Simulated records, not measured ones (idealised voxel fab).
A process module follows: voxel ribs on slabs.
Section cut is 265 nm wide and gridded with 5 nm square cells.
For the purposes of this document, a cross-section shall be understood as a grid of square cells, specified as bands listed in top-to-bottom order, each band consisting of one or more rows of cells.
Basically the band line says how high the top is and how high the bottom is, in nm, and then what's in it from left to right, every material with its width in nm. Empty space shows up as "blank", and if a single material carries "throughout" it runs the full band edge to edge.
The reference from which all heights are counted is 0, the level beneath which the as-received wafer is entirely one material; the lowest band, having no lower bound, proceeds downward and is written after the example "from 0 down".
The expression "30->40" gives the width at the extremes of the band, the first number at its top row of cells and the second at its bottom row, with the width changing by equal amounts from each row to the next in between.
When a step is marked "all unchanged", none of the cells in the cross-section changed during that step.
Listed in "Trapped voids": every empty space of 8 or more cells without an open way to the top. Form: width x height at distance, the distance being from the left edge, all in nm.
If you see something after the settings on a step's line, that's the simulator's own remark about that step.
overlay nm: mask right of planned place by this much (step with mask). Neg. = left.
## So here's the lineup of process steps we planned
1 RECEIVE, material Si
2 DIRECTIONAL_DEP, material SiO2, thk nm 30
3 DIRECTIONAL_DEP, material SiN, thk nm 20
4 PATTERN, tone cover, mask id RIB, material resist, width nm 25, thk nm 15, overlay nm -15
5 DIRECTIONAL_ETCH, etch materials SiN, depth nm 5
6 STRIP, etch materials resist
7 PATTERN, tone cover, mask id SLAB, material resist, width nm 85, thk nm 15, overlay nm 0
8 DIRECTIONAL_ETCH, etch materials SiN, depth nm 15
9 STRIP, etch materials resist
10 FILL_DEP, material SiO2, thk nm 20
11 CMP, height nm 60
12 DIRECTIONAL_DEP, material W, thk nm 5
13 DIRECTIONAL_DEP, material aC, thk nm 15
14 PATTERN, tone cover, mask id HEATER, material resist, width nm 35, thk nm 30, overlay nm 0
15 DIRECTIONAL_ETCH, etch materials aC, depth nm 15
16 STRIP, etch materials resist
17 DIRECTIONAL_ETCH, etch materials W, depth nm 5
18 STRIP, etch materials aC
19 CONFORMAL_DEP, material SiN, thk nm 10
All wafers enter the flow in the same state. The overlay nm at step 4 differs from wafer to wafer, and the plan gives the value for the first wafer.
## Cross-section, first of several wafers, as delivered after step 1
    from 0 down  Si throughout
    Trapped voids: none
## The rows of the table below are wafers. Looking at the end of the module, a row counts, for every material, the cells the wafer has gained, shown as (+), or lost, shown as (-), since it was received; its closed voids come next
overlay nm -15, +166 SiN, +580 SiO2, +7 W, Trapped voids: none
overlay nm -10, +166 SiN, +580 SiO2, +7 W, Trapped voids: none
overlay nm -5, +166 SiN, +580 SiO2, +7 W, Trapped voids: none
overlay nm 0, +166 SiN, +580 SiO2, +7 W, Trapped voids: none
overlay nm 5, +166 SiN, +580 SiO2, +7 W, Trapped voids: none
overlay nm 10, +166 SiN, +580 SiO2, +7 W, Trapped voids: none
overlay nm 15, +166 SiN, +580 SiO2, +7 W, Trapped voids: none
